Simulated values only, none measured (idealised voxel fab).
Module name: voxel ribs on slabs (process module)
Square cells of 5 nm make up the cross-section cut, whose width is 270 nm.
In what follows, cross-sections appear as grids of square cells, described through bands that run from the top down, where every band is one or more rows of cells. The entry gives the band's vertical extent as a top height and a bottom height in nm, then its horizontal make-up as materials from left to right, each with a width in nm. "blank" stands for empty space; a single material marked "full width" fills the band edge to edge. Basically, 0 is our baseline, since under it the wafer straight out of the box is all one material. The bottom band has no lower end and keeps on going down, so it looks like "0..down". The notation "30..40" denotes a width that varies across the rows of cells in the band, beginning at the first number in the top row, finishing at the second number in the bottom row, and changing by an identical amount from each row to the next. "left unchanged" after a step means that no cell of the cross-section changed. Under "Enclosed void inventory" you'll find the enclosed gaps, the ones with no way out to the top, that are 8 cells or bigger; each reads width x height at distance, with distance counted from the left edge, everything in nm. The remark found on a step's line after its settings is issued by the simulator itself and pertains to that step. The optional step-line setting "overlay nm" applies to steps with a mask and quantifies how far to the right of its planned location the mask lay, a negative value indicating leftward placement.
[This section lists the process steps that were planned]
1: RECEIVE (material Si)
2: DIRECTIONAL_DEP (material SiO2; thk nm 20)
3: DIRECTIONAL_DEP (material polySi; thk nm 20)
4: DIRECTIONAL_DEP (material aC; thk nm 10)
5: PATTERN (tone cover; mask id RIB; material resist; width nm 20; thk nm 30; overlay nm 0)
6: DIRECTIONAL_ETCH (etch materials aC; depth nm 10)
7: STRIP (etch materials resist)
8: DIRECTIONAL_ETCH (etch materials polySi; depth nm 15)
9: STRIP (etch materials aC)
10: PATTERN (tone cover; mask id SLAB; material resist; width nm 60; thk nm 15; overlay nm 0)
11: DIRECTIONAL_ETCH (etch materials polySi; depth nm 5)
12: STRIP (etch materials resist)
13: FILL_DEP (material SiO2; thk nm 25)
14: CMP (height nm 55)
15: DIRECTIONAL_DEP (material W; thk nm 5)
16: PATTERN (tone cover; mask id HEATER; material resist; width nm 30; thk nm 20; overlay nm 0)
17: DIRECTIONAL_ETCH (etch materials W; depth nm 5)
18: STRIP (etch materials resist)
19: CONFORMAL_DEP (material SiN; thk nm 5)
[Wafer at receipt (post step 1), cross-section]
0..down: Si full width
Enclosed void inventory: none
[Module complete - cross-section of the first of two wafers, run according to plan]
65..60: blank (115) / SiN (40) / blank (115)
60..55: SiN (120) / W (30) / SiN (120)
55..40: SiO2 full width
40..25: SiO2 (125) / polySi (20) / SiO2 (125)
25..20: SiO2 (105) / polySi (60) / SiO2 (105)
20..0: SiO2 full width
0..down: Si full width
Enclosed void inventory: none
[Wafer two, sectioned after the module: the first wafer's start, the first wafer's plan, and one mistake in how it was run]
65..60: blank (115) / SiN (40) / blank (115)
60..55: SiN (120) / W (30) / SiN (120)
55..40: SiO2 full width
40..25: SiO2 (125) / polySi (20) / SiO2 (125)
25..20: SiO2 (110) / polySi (50) / SiO2 (110)
20..0: SiO2 full width
0..down: Si full width
Enclosed void inventory: none
It is concluded that the wafer was processed incorrectly with respect to the plan, in that step 10 was not run as planned; what actually ran was PATTERN (tone cover; mask id SLAB; material resist; width nm 50; thk nm 15; overlay nm 0)
Final difference in cells, second wafer against first, listed per material as more or fewer: SiO2 +2 | polySi -2
